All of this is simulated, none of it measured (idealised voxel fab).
The process module that follows is named voxel air gaps.
Section cut is 170 nm wide and gridded with 5 nm square cells.
Square cells in a grid make up a cross-section in this document, and the grid is given as bands, listed from the top down, each one or more rows of cells. Band: top and bottom heights (nm) first, top before bottom; then materials from left to right, widths in nm. "everywhere" marks a sole material filling the band edge to edge. "air" denotes empty space. Height is counted from the level 0, under which the received wafer is composed throughout of one material. The lowest of the bands is not closed at the bottom but continues downward, in the notation "0 and below". A two-number width, for instance "30->40", indicates that the width is equal to the first number in the top row of the band and to the second number in the bottom row, and that it changes by a constant amount per row of cells. Step note "left unchanged" = no cross-section cell changed. In "Trapped voids" the enclosed voids are listed, meaning empty spaces of 8 cells or larger without any opening to the top. The form is width x height at distance, distance from the left edge, units nm. On a step's line, text after the settings is the simulator commenting on that step. For masked steps, "overlay nm" on the step line gives how far right of plan the mask actually lay; a minus sign means it lay to the left.

[Planned process steps]
1: RECEIVE with material Si
2: CONFORMAL_DEP with material SiO2, thk nm 5
3: CONFORMAL_DEP with material SiN, thk nm 5
4: DIRECTIONAL_DEP with material SiO2, thk nm 40
5: MASKED_ETCH with tone open, mask id LINES, width nm 25, pitch nm 50, etch materials SiO2, depth nm 40, overlay nm 0
6: CONFORMAL_DEP with material TiN, thk nm 5
7: FILL_DEP with material W, thk nm 5
8: CMP with height nm 60
9: EPI with material Ru, thk nm 10
10: SELECTIVE_ETCH with etch materials SiO2, depth nm 50
11: CONFORMAL_DEP with material SiCN, thk nm 5
Where the wafers of this document differ is in the thk nm of step 2; they start out the same, and the plan states the value that applied to the first wafer.

[As-received state after step 1, first of several wafers, cross-section]
  0 and below  Si everywhere
  Trapped voids: none

[Cross-section, first of several wafers, end of module, after last step 11]
  75 down to 70  SiCN everywhere
  70 down to 60  Ru everywhere
  60 down to 55  W everywhere
  55 down to 50  TiN (25) / W (15) / TiN (35) / W (15) / TiN (35) / W (15) / TiN (30)
  50 down to 15  SiO2 (20) / TiN (5) / W (15) / TiN (5) / SiO2 (25) / TiN (5) / W (15) / TiN (5) / SiO2 (25) / TiN (5) / W (15) / TiN (5) / SiO2 (25)
  15 down to 10  SiO2 (20) / TiN (25) / SiO2 (25) / TiN (25) / SiO2 (25) / TiN (25) / SiO2 (25)
  10 down to 5  SiN everywhere
  5 down to 0  SiO2 everywhere
  0 and below  Si everywhere
  Trapped voids: none

[End of module, last wafer sectioned]
  75 down to 70  air (5) / SiCN (155) / air (10)
  70 down to 60  air (5) / SiCN (5) / Ru (45) / SiCN (5) / Ru (45) / SiCN (5) / Ru (45) / SiCN (5) / air (10)
  60 down to 55  air (5) / SiCN (15) / TiN (5) / W (15) / TiN (5) / SiCN (25) / TiN (5) / W (15) / TiN (5) / SiCN (25) / TiN (5) / W (15) / TiN (5) / SiCN (15) / air (10)
  55 down to 40  air (15) / SiCN (5) / TiN (5) / W (15) / TiN (5) / SiCN (5) / air (15) / SiCN (5) / TiN (5) / W (15) / TiN (5) / SiCN (5) / air (15) / SiCN (5) / TiN (5) / W (15) / TiN (5) / SiCN (5) / air (20)
  40 down to 35  SiCN (20) / TiN (25) / SiCN (25) / TiN (25) / SiCN (25) / TiN (25) / SiCN (25)
  35 down to 30  SiN everywhere
  30 down to 0  SiO2 everywhere
  0 and below  Si everywhere
  Trapped voids: 15 x 15 at 50; 15 x 15 at 100

[Basically each wafer gets a line in the table, showing it at the end of the module: material by material, the cells it gained (+) or lost (-) since we got it, then its closed voids]
thk nm 5; +68 Ru; +34 SiCN; +34 SiN; +186 SiO2; +82 TiN; +106 W; Trapped voids: none
thk nm 10; +68 Ru; +34 SiCN; +34 SiN; +220 SiO2; +82 TiN; +72 W; Trapped voids: none
thk nm 15; +54 Ru; +110 SiCN; +34 SiN; +102 SiO2; +57 TiN; +63 W; Trapped voids: 15 x 30 at 50; 15 x 30 at 100
thk nm 20; +54 Ru; +104 SiCN; +34 SiN; +136 SiO2; +51 TiN; +54 W; Trapped voids: 15 x 25 at 50; 15 x 25 at 100
thk nm 25; +54 Ru; +98 SiCN; +34 SiN; +170 SiO2; +45 TiN; +45 W; Trapped voids: 15 x 20 at 50; 15 x 20 at 100
thk nm 30; +54 Ru; +92 SiCN; +34 SiN; +204 SiO2; +39 TiN; +36 W; Trapped voids: 15 x 15 at 50; 15 x 15 at 100
